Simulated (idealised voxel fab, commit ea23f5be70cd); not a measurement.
You're looking at the process module voxel gate over fins.
Cross-sectional view cut (width: 245 nm; square cell size: 5 nm).
Format of a cross-section: grid, square cells. Given as bands. Order: top down. Band: one or more rows of cells. Heights first: top, then bottom, in nm. Then materials, left to right, each with a width in nm. "all across" on a single material: fills the band edge to edge. "empty": empty space. We count height from 0. Below that, the starting wafer is all one material. The lowest band never ends at the bottom but goes on down; see "from 0 down" for how that is written. A two-number width, for instance "30 to 40", indicates that the width is equal to the first number in the top row of the band and to the second number in the bottom row, and that it changes by a constant amount per row of cells. "no change occurred", as given for a step, is the statement that not any cell of the cross-section underwent a change during that step. Any empty space of 8 cells or more lacking an open way to the top shows up in "Sealed voids" as width x height at distance, distance from the left edge, in nm. That trailing text on a step's line, after the settings, is the simulator's own remark on the step. Each step line may optionally specify "overlay nm", which for a step with a mask gives the rightward distance between the mask's planned place and where it lay, a negative value indicating the leftward direction.

[Set out below are the planned steps of the process]
1) RECEIVE (material Si)
2) CONFORMAL_DEP (material SiN; thk nm 5)
3) PATTERN (tone cover; mask id FINS; material resist; width nm 15; pitch nm 35; thk nm 15; overlay nm 0)
4) DIRECTIONAL_ETCH (etch materials SiN; depth nm 5)
5) DIRECTIONAL_ETCH (etch materials Si; depth nm 40)
6) STRIP (etch materials resist)
7) FILL_DEP (material SiO2; thk nm 10)
8) CMP (height nm 5)
9) SELECTIVE_ETCH (etch materials SiO2; depth nm 15)
10) STRIP (etch materials SiN)
11) CONFORMAL_DEP (material HfO2; thk nm 5)
12) CONFORMAL_DEP (material TiN; thk nm 5)
13) FILL_DEP (material W; thk nm 15)
14) CMP (height nm 20)
15) CONFORMAL_DEP (material SiCN; thk nm 5)

[As-received wafer cross-section (after step 1)]
* from 0 down  Si all across
* Sealed voids: none

[The module was run from the start shown above using the plan shown above, but one mistake was made doing it; the resulting wafer cross-section is below]
* from 25 to 20  SiCN all across
* from 20 to 10  W all across
* from 10 to 5  TiN all across
* from 5 to 0  65 of HfO2 | 5 of TiN | 30 of HfO2 | 5 of TiN | 30 of HfO2 | 5 of TiN | 30 of HfO2 | 5 of TiN | 70 of HfO2
* from 0 to -5  60 of Si | 5 of HfO2 | 5 of TiN | 5 of HfO2 | 20 of Si | 5 of HfO2 | 5 of TiN | 5 of HfO2 | 20 of Si | 5 of HfO2 | 5 of TiN | 5 of HfO2 | 20 of Si | 5 of HfO2 | 5 of TiN | 5 of HfO2 | 65 of Si
* from -5 to -10  60 of Si | 15 of HfO2 | 20 of Si | 15 of HfO2 | 20 of Si | 15 of HfO2 | 20 of Si | 15 of HfO2 | 65 of Si
* from -10 to -40  60 of Si | 15 of SiO2 | 20 of Si | 15 of SiO2 | 20 of Si | 15 of SiO2 | 20 of Si | 15 of SiO2 | 65 of Si
* from -40 down  Si all across
* Sealed voids: none
Heads up, the wafer didn't run the way we planned it: step 3 was not run as planned; what actually ran was PATTERN (tone open; mask id FINS; material resist; width nm 15; pitch nm 35; thk nm 15; overlay nm 0)
